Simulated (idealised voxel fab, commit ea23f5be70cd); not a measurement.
Herein follows the process module entitled voxel trench capacitor.
Shown is cross-section cut, with a width of 265 nm and square cells of size 5 nm.
When this document writes out a cross-section, it uses a grid of square cells and lists it as bands, beginning at the top and moving down, with a band standing for one or more rows of cells. For a band, the entry starts with two heights in nm, that of the top and then that of the bottom, and carries on with the band's materials in order from left to right, each alongside its width in nm; the word "everywhere" beside a single material means it fills the band edge to edge, and "empty" means empty space. Zero point of the height axis is 0; under it, received wafer = one material. Lowest band: continues down indefinitely, "0..down". The two numbers in a width such as "30 to 40" mark its ends across the band: the first belongs to the top row of cells, the second to the bottom row, and from each row to the next the width moves by the same amount. Given "same as before" for a step, no cell of the cross-section differs between before and after that step. Listed in "Closed void catalog": every empty space of 8 or more cells without an open way to the top. Form: width x height at distance, the distance being from the left edge, all in nm. Read whatever lies past the settings on a step's line as the simulator's own remark about the step. overlay nm: how far to the right of its planned place the mask lay on this masked step (negative: to the left).

Process steps foreseen in the plan:
1 RECEIVE (material Si)
2 CONFORMAL_DEP (material SiN; thk nm 10)
3 PATTERN (tone open; mask id TRENCH; material resist; width nm 30; pitch nm 45; thk nm 15; overlay nm 0)
4 DIRECTIONAL_ETCH (etch materials SiN; depth nm 10)
5 DIRECTIONAL_ETCH (etch materials Si; depth nm 40)
6 STRIP (etch materials resist)
7 CONFORMAL_DEP (material HfO2; thk nm 5)
8 CONFORMAL_DEP (material TiN; thk nm 5)
9 FILL_DEP (material W; thk nm 5)
10 CMP (height nm 10)

The cross-section here shows the wafer as received, i.e. in its state after step 1:
> 0..down  Si everywhere
> Closed void catalog: none

Run as planned - first of the two wafers cross-sectioned at the end of the module:
> 10..0  70 SiN | 5 HfO2 | 5 TiN | 10 W | 5 TiN | 5 HfO2 | 15 SiN | 5 HfO2 | 5 TiN | 10 W | 5 TiN | 5 HfO2 | 15 SiN | 5 HfO2 | 5 TiN | 10 W | 5 TiN | 5 HfO2 | 75 SiN
> 0..-30  70 Si | 5 HfO2 | 5 TiN | 10 W | 5 TiN | 5 HfO2 | 15 Si | 5 HfO2 | 5 TiN | 10 W | 5 TiN | 5 HfO2 | 15 Si | 5 HfO2 | 5 TiN | 10 W | 5 TiN | 5 HfO2 | 75 Si
> -30..-35  70 Si | 5 HfO2 | 20 TiN | 5 HfO2 | 15 Si | 5 HfO2 | 20 TiN | 5 HfO2 | 15 Si | 5 HfO2 | 20 TiN | 5 HfO2 | 75 Si
> -35..-40  70 Si | 30 HfO2 | 15 Si | 30 HfO2 | 15 Si | 30 HfO2 | 75 Si
> -40..down  Si everywhere
> Closed void catalog: none

Presented here is a cross-section of the second of the two wafers as it stood at the end of the module. It was started in the same manner and assigned the same plan as the first wafer; however, one mistake was made in its execution:
> 10..0  70 SiN | 5 TiN | 20 W | 5 TiN | 15 SiN | 5 TiN | 20 W | 5 TiN | 15 SiN | 5 TiN | 20 W | 5 TiN | 75 SiN
> 0..-35  70 Si | 5 TiN | 20 W | 5 TiN | 15 Si | 5 TiN | 20 W | 5 TiN | 15 Si | 5 TiN | 20 W | 5 TiN | 75 Si
> -35..-40  70 Si | 30 TiN | 15 Si | 30 TiN | 15 Si | 30 TiN | 75 Si
> -40..down  Si everywhere
> Closed void catalog: none
Plan not followed: step 7 from the plan never happened, it was just skipped
Heads up, by the end the second wafer has more or fewer cells of some materials compared to the first: -72 HfO2; +12 TiN; +60 W
